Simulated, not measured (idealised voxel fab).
process module | voxel released beams
cross-section cut | 295 nm wide | cells 5 nm
A cross-section is a grid of square cells, given in bands from the top down. A band is one or more rows of cells.
Each band's line starts with the height of the band's top and of its bottom, in nm. Then come its materials from left to right, each with its width in nm. One material with "throughout" fills the band from edge to edge. "air" is empty space.
Height 0 is the level under which the wafer as received is all one material. The lowest band goes on downwards, as in "0 down".
A width such as "30 to 40" changes by the same amount from each row of cells to the next, from the band's top row to its bottom row.
"no change" after a step means that no cell of the cross-section changed.
closed voids: empty space of 8 cells or more with no open way to the top, each as width x height at its distance from the left edge, in nm
after a step's settings: what the simulator itself notes on the step
overlay nm, on a step with a mask: how far to the right of its planned place the mask lay; to the left if negative
plan
1 op RECEIVE | material Si
2 op CONFORMAL_DEP | material Al2O3 | thk nm 5
3 op DIRECTIONAL_DEP | material SiO2 | thk nm 10
4 op MASKED_ETCH | tone open | mask id ANCHOR | width nm 35 | etch materials SiO2 | depth nm 10 | overlay nm 0
5 op CONFORMAL_DEP | material W | thk nm 10
6 op MASKED_ETCH | tone cover | mask id BEAM | width nm 105 | etch materials W | depth nm 5 | overlay nm 0
7 op STRIP | etch materials SiO2
varied across the wafers: depth nm of step 6. The plan shows the first wafer's value. All wafers start alike
first wafer as received, after step 1
  0 down: Si throughout
  closed voids: none
each wafer at the end: cells of each material gained (+) or lost (-) since it was received, then its closed voids
depth nm 5 | +59 Al2O3 | +104 SiO2 | +88 W | closed voids: none
depth nm 10 | +59 Al2O3 | +50 W | closed voids: none
depth nm 15 | +59 Al2O3 | +50 W | closed voids: none
depth nm 20 | +59 Al2O3 | +50 W | closed voids: none
depth nm 25 | +59 Al2O3 | +50 W | closed voids: none
